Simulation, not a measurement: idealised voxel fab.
The process module presented herein is designated voxel wiring stack.
Section shown: cut. Width: 210 nm. Cell size: 5 nm, square.
If you're reading a cross-section in this doc, picture square cells in a grid; it comes to you as bands, top ones listed first down to the bottom, and a band can be one or more rows of cells. A band entry consists of two parts. The first gives the height of the band's top and the height of its bottom, in nm. The rest lists the band's materials from left to right, each with its width in nm. A single material labelled with the word "throughout" fills the band from edge to edge, and the word "air" marks empty space. Where do heights start? At 0: under that level the wafer as delivered is made of one material only. And the lowest band has no floor; it just carries on downward, as in "0 and below". When a width is written as two numbers, as in "30 to 40", the first number is the width in the top row of cells of the band and the second is the width in its bottom row, and the width changes by the same amount from each row to the next. When a step is marked "no change", none of the cells in the cross-section changed during that step. The entry "Catalogued sealed voids" lists the empty spaces that cover at least 8 cells and have no open path to the top. Each is written as width x height at distance, where the distance is measured from the left edge and all three values are in nm. Where a step's line continues beyond its settings, the continuation is a remark by the simulator itself on that step. A step's line can hold "overlay nm"; with a mask on that step, the setting says how far right of the planned place the mask lay, while a negative setting says it lay to the left.
### Here's what the planned process steps look like
1: op RECEIVE | material Si
2: op CONFORMAL_DEP | material SiO2 | thk nm 15
3: op DIRECTIONAL_DEP | material TiN | thk nm 5
4: op DIRECTIONAL_DEP | material W | thk nm 20
5: op MASKED_ETCH | tone cover | mask id METAL_1 | width nm 20 | pitch nm 35 | etch materials W | depth nm 20 | overlay nm 0
6: op MASKED_ETCH | tone cover | mask id METAL_1 | width nm 20 | pitch nm 35 | etch materials TiN | depth nm 5 | overlay nm 0
7: op CONFORMAL_DEP | material SiN | thk nm 5
8: op FILL_DEP | material SiO2 | thk nm 5
9: op CMP | height nm 40
10: op CONFORMAL_DEP | material SiCN | thk nm 5
11: op DIRECTIONAL_DEP | material SiO2 | thk nm 35
12: op MASKED_ETCH | tone open | mask id METAL_2 | width nm 20 | pitch nm 35 | etch materials SiO2 | depth nm 20 | overlay nm 0
13: op MASKED_ETCH | tone open | mask id METAL_2_HOLES | width nm 15 | etch materials SiO2 | depth nm 15 | overlay nm 0
14: op MASKED_ETCH | tone open | mask id METAL_2_HOLES | width nm 15 | etch materials SiCN | depth nm 5 | overlay nm 0
15: op CONFORMAL_DEP | material TiN | thk nm 5
16: op FILL_DEP | material Cu | thk nm 5
17: op CMP | height nm 80
18: op CONFORMAL_DEP | material SiCN | thk nm 5
19: op DIRECTIONAL_DEP | material SiO2 | thk nm 10
20: op MASKED_ETCH | tone open | mask id PLUG_2 | width nm 15 | pitch nm 35 | etch materials SiO2 | depth nm 10 | overlay nm 0
21: op MASKED_ETCH | tone open | mask id PLUG_2 | width nm 15 | pitch nm 35 | etch materials SiCN | depth nm 5 | overlay nm 0
22: op EPI | material Ru | thk nm 10
23: op EPI | material Ru | thk nm 5
24: op CONFORMAL_DEP | material SiN | thk nm 5
25: op DIRECTIONAL_DEP | material SiO2 | thk nm 15
26: op PATTERN | tone open | mask id METAL_3 | material resist | width nm 20 | pitch nm 35 | thk nm 20 | overlay nm 0
27: op DIRECTIONAL_ETCH | etch materials SiO2 | depth nm 15
28: op DIRECTIONAL_ETCH | etch materials SiN | depth nm 5
29: op STRIP | etch materials resist
30: op CONFORMAL_DEP | material TiN | thk nm 5
31: op FILL_DEP | material W | thk nm 10
32: op CMP | height nm 115
33: op CONFORMAL_DEP | material SiCN | thk nm 5
34: op DIRECTIONAL_DEP | material SiO2 | thk nm 35
35: op PATTERN | tone open | mask id METAL_4 | material resist | width nm 20 | pitch nm 35 | thk nm 20 | overlay nm 0
36: op DIRECTIONAL_ETCH | etch materials SiO2 | depth nm 20
37: op STRIP | etch materials resist
38: op DIRECTIONAL_DEP | material aC | thk nm 10
39: op PATTERN | tone open | mask id METAL_4_HOLES | material resist | width nm 15 | pitch nm 35 | thk nm 25 | overlay nm 0
40: op DIRECTIONAL_ETCH | etch materials aC | depth nm 10
41: op STRIP | etch materials resist
42: op DIRECTIONAL_ETCH | etch materials SiO2 | depth nm 15
43: op DIRECTIONAL_ETCH | etch materials SiCN | depth nm 5
44: op STRIP | etch materials aC
45: op CONFORMAL_DEP | material TiN | thk nm 5
46: op FILL_DEP | material Cu | thk nm 10
47: op CMP | height nm 155
48: op CONFORMAL_DEP | material SiCN | thk nm 5
### Shown in cross-section is the wafer as received, that is, as it stands after step 1
> 0 and below: Si throughout
> Catalogued sealed voids: none
### Sectioned view, first of two wafers, at the close of the module, processed as intended in the plan
> 160 down to 155: SiCN throughout
> 155 down to 140: 75 nm SiO2  5 nm TiN  10 nm Cu  5 nm TiN  15 nm SiO2  5 nm TiN  10 nm Cu  5 nm TiN  80 nm SiO2
> 140 down to 135: 75 nm SiO2  5 nm TiN  5 nm Cu  10 nm TiN  15 nm SiO2  5 nm TiN  5 nm Cu  10 nm TiN  80 nm SiO2
> 135 down to 120: 75 nm SiO2  5 nm TiN  5 nm Cu  5 nm TiN  20 nm SiO2  5 nm TiN  5 nm Cu  5 nm TiN  85 nm SiO2
> 120 down to 115: 75 nm SiCN  15 nm TiN  20 nm SiCN  15 nm TiN  85 nm SiCN
> 115 down to 100: 75 nm SiO2  5 nm TiN  10 nm W  5 nm TiN  15 nm SiO2  5 nm TiN  10 nm W  5 nm TiN  80 nm SiO2
> 100 down to 95: 75 nm SiN  20 nm TiN  15 nm SiN  20 nm TiN  80 nm SiN
> 95 down to 85: 75 nm SiO2  15 nm Ru  20 nm SiO2  15 nm Ru  85 nm SiO2
> 85 down to 80: 75 nm SiCN  15 nm Ru  20 nm SiCN  15 nm Ru  85 nm SiCN
> 80 down to 65: 75 nm SiO2  5 nm TiN  10 nm Cu  5 nm TiN  15 nm SiO2  5 nm TiN  10 nm Cu  5 nm TiN  80 nm SiO2
> 65 down to 60: 75 nm SiO2  5 nm TiN  5 nm Cu  10 nm TiN  15 nm SiO2  20 nm TiN  80 nm SiO2
> 60 down to 45: 75 nm SiO2  5 nm TiN  5 nm Cu  5 nm TiN  120 nm SiO2
> 45 down to 40: 75 nm SiCN  15 nm TiN  120 nm SiCN
> 40 down to 20: 70 nm SiO2  5 nm SiN  20 nm W  5 nm SiN  5 nm SiO2  5 nm SiN  20 nm W  5 nm SiN  75 nm SiO2
> 20 down to 15: 75 nm SiN  20 nm TiN  15 nm SiN  20 nm TiN  80 nm SiN
> 15 down to 0: SiO2 throughout
> 0 and below: Si throughout
> Catalogued sealed voids: none
### Here is the second of the two wafers cut open at the end of the module - same start, same plan as the first one, but we made one mistake running it
> 160 down to 155: SiCN throughout
> 155 down to 140: 75 nm SiO2  5 nm TiN  10 nm Cu  5 nm TiN  15 nm SiO2  5 nm TiN  10 nm Cu  5 nm TiN  80 nm SiO2
> 140 down to 135: 75 nm SiO2  5 nm TiN  5 nm Cu  10 nm TiN  15 nm SiO2  5 nm TiN  5 nm Cu  10 nm TiN  80 nm SiO2
> 135 down to 120: 75 nm SiO2  5 nm TiN  5 nm Cu  5 nm TiN  20 nm SiO2  5 nm TiN  5 nm Cu  5 nm TiN  85 nm SiO2
> 120 down to 115: 75 nm SiCN  15 nm TiN  20 nm SiCN  15 nm TiN  85 nm SiCN
> 115 down to 100: 75 nm SiO2  5 nm TiN  10 nm W  5 nm TiN  15 nm SiO2  5 nm TiN  10 nm W  5 nm TiN  80 nm SiO2
> 100 down to 95: 75 nm SiN  20 nm TiN  15 nm SiN  20 nm TiN  80 nm SiN
> 95 down to 85: 75 nm SiO2  15 nm Ru  20 nm SiO2  15 nm Ru  85 nm SiO2
> 85 down to 80: 75 nm SiCN  15 nm Ru  20 nm SiCN  15 nm Ru  85 nm SiCN
> 80 down to 65: 75 nm SiO2  5 nm TiN  10 nm Cu  5 nm TiN  15 nm SiO2  5 nm TiN  10 nm Cu  5 nm TiN  80 nm SiO2
> 65 down to 60: 75 nm SiO2  5 nm TiN  5 nm Cu  10 nm TiN  15 nm SiO2  20 nm TiN  80 nm SiO2
> 60 down to 55: 75 nm SiO2  5 nm TiN  5 nm Cu  5 nm TiN  120 nm SiO2
> 55 down to 50: 75 nm SiO2  15 nm TiN  120 nm SiO2
> 50 down to 45: SiO2 throughout
> 45 down to 40: SiCN throughout
> 40 down to 20: 70 nm SiO2  5 nm SiN  20 nm W  5 nm SiN  5 nm SiO2  5 nm SiN  20 nm W  5 nm SiN  75 nm SiO2
> 20 down to 15: 75 nm SiN  20 nm TiN  15 nm SiN  20 nm TiN  80 nm SiN
> 15 down to 0: SiO2 throughout
> 0 and below: Si throughout
> Catalogued sealed voids: none
Processing error: so step 13 ended up running with a different setting than we planned, it ran as op MASKED_ETCH | tone open | mask id METAL_2_HOLES | width nm 15 | etch materials SiO2 | depth nm 10 | overlay nm 0
End of process, cell counts, second wafer against first, materials with more or fewer: Cu -2 | SiCN +3 | SiO2 +3 | TiN -4
